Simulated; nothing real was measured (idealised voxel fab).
Module name: voxel tone inversion (process module)
Cross-section cut: width 150 nm, square cells of 5 nm.
Each cross-section below is a grid of square cells, stated as bands in top-down order, with one or more rows of cells making up each band. This entry defines a band. It first specifies the height of the band's top and the height of its bottom in nm, and then specifies the band's materials from left to right, stating each material with its width in nm. The word "full width" identifies a single material that fills the band from edge to edge, while the word "air" identifies empty space. Height is counted from the level 0, under which the received wafer is composed throughout of one material. The lowest of the bands is not closed at the bottom but continues downward, in the notation "0 and below". The notation "30->40" denotes a width that varies across the rows of cells in the band, beginning at the first number in the top row, finishing at the second number in the bottom row, and changing by an identical amount from each row to the next. "all unchanged" -> step changed no cross-section cell. Under "Enclosed internal cavities" you'll find the enclosed gaps, the ones with no way out to the top, that are 8 cells or bigger; each reads width x height at distance, with distance counted from the left edge, everything in nm. The remark found on a step's line after its settings is issued by the simulator itself and pertains to that step. The optional step-line setting "overlay nm" applies to steps with a mask and quantifies how far to the right of its planned location the mask lay, a negative value indicating leftward placement.
### Process steps foreseen in the plan
step 1: RECEIVE [material Si]
step 2: CONFORMAL_DEP [material SiCN] [thk nm 5]
step 3: DIRECTIONAL_DEP [material polySi] [thk nm 20]
step 4: PATTERN [tone cover] [mask id POSTS] [material resist] [width nm 15] [pitch nm 30] [thk nm 25] [overlay nm 0]
step 5: DIRECTIONAL_ETCH [etch materials polySi] [depth nm 20]
step 6: STRIP [etch materials resist]
step 7: FILL_DEP [material lowk] [thk nm 10]
step 8: CMP [height nm 25]
step 9: STRIP [etch materials polySi]
step 10: CONFORMAL_DEP [material TiN] [thk nm 5]
step 11: FILL_DEP [material W] [thk nm 5]
step 12: CMP [height nm 25]
step 13: CONFORMAL_DEP [material SiCN] [thk nm 5]
### Cross-section, incoming material, after step 1
  0 and below | Si full width
  Enclosed internal cavities: none
### a wafer at the end: this start, this plan, one mistake
  30 down to 25 | SiCN full width
  25 down to 10 | lowk 50 | TiN 5 | polySi 5 | TiN 5 | lowk 15 | TiN 5 | polySi 5 | TiN 5 | lowk 55
  10 down to 5 | lowk 50 | TiN 15 | lowk 15 | TiN 15 | lowk 55
  5 down to 0 | SiCN full width
  0 and below | Si full width
  Enclosed internal cavities: none
Here's what went sideways: step 11 deviated from plan and actually ran as FILL_DEP [material polySi] [thk nm 5]
